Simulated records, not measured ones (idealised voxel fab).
Herein follows the process module entitled voxel tone inversion.
Pictured: cross-section cut, 215 nm wide, on a grid of 5 nm square cells.
Each cross-section below is a grid of square cells, stated as bands in top-down order, with one or more rows of cells making up each band.
Each band's line starts with the height of the band's top and of its bottom, in nm. Then come its materials from left to right, each with its width in nm. One material with "throughout" fills the band from edge to edge. "air" is empty space.
Measure heights from 0. That's the level where, below it, the as-received wafer is all one material. The lowest band is bottomless and extends downward; write it as in "top 0, no bottom".
Note: "30->40" means the width goes from the first number (top row of the band) to the second number (bottom row) in equal steps per row of cells.
Step note "nothing was modified" = no cross-section cell changed.
Empty spaces without an open route to the top, at least 8 cells in extent, make up the entry "Voids, enclosed"; each is given as width x height at distance, where the distance is measured from the left edge, and all are in nm.
Note: text after step settings on the step line = simulator remark on that step.
overlay nm: for a step with a mask, the amount by which the mask lay right of where it was planned; a negative amount means left of it.

### Process steps foreseen in the plan
1. RECEIVE, material Si
2. CONFORMAL_DEP, material SiN, thk nm 10
3. DIRECTIONAL_DEP, material polySi, thk nm 25
4. PATTERN, tone cover, mask id POSTS, material resist, width nm 20, pitch nm 50, thk nm 35, overlay nm 0
5. DIRECTIONAL_ETCH, etch materials polySi, depth nm 25
6. STRIP, etch materials resist
7. FILL_DEP, material lowk, thk nm 5
8. CMP, height nm 35
9. STRIP, etch materials polySi
10. CONFORMAL_DEP, material TiN, thk nm 5
11. FILL_DEP, material Ru, thk nm 10
12. CMP, height nm 35
13. CONFORMAL_DEP, material SiCN, thk nm 5

### As received (post step 1): cross-section
* top 0, no bottom: Si throughout
* Voids, enclosed: none

### Cross-section, first of two wafers, end of module, run as planned
* top 40, bottom 35: SiCN throughout
* top 35, bottom 15: 45 lowk, 5 TiN, 10 Ru, 5 TiN, 30 lowk, 5 TiN, 10 Ru, 5 TiN, 30 lowk, 5 TiN, 10 Ru, 5 TiN, 50 lowk
* top 15, bottom 10: 45 lowk, 20 TiN, 30 lowk, 20 TiN, 30 lowk, 20 TiN, 50 lowk
* top 10, bottom 0: SiN throughout
* top 0, no bottom: Si throughout
* Voids, enclosed: none

### Second wafer cross-section at end of module - shared start and plan with the first, one mistake in the run
* top 40, bottom 35: SiCN throughout
* top 35, bottom 15: 50 lowk, 5 TiN, 5 Ru, 5 TiN, 35 lowk, 5 TiN, 5 Ru, 5 TiN, 35 lowk, 5 TiN, 5 Ru, 5 TiN, 50 lowk
* top 15, bottom 10: 50 lowk, 15 TiN, 35 lowk, 15 TiN, 35 lowk, 15 TiN, 50 lowk
* top 10, bottom 0: SiN throughout
* top 0, no bottom: Si throughout
* Voids, enclosed: none
In executing the process, a mistake was made relative to the plan: step 4 was not run as planned; what actually ran was PATTERN, tone cover, mask id POSTS, material resist, width nm 15, pitch nm 50, thk nm 35, overlay nm 0
Bottom line after processing is that, in cells, the second wafer is up or down on some materials versus the first: Ru: 12 fewer | TiN: 3 fewer | lowk: 15 more
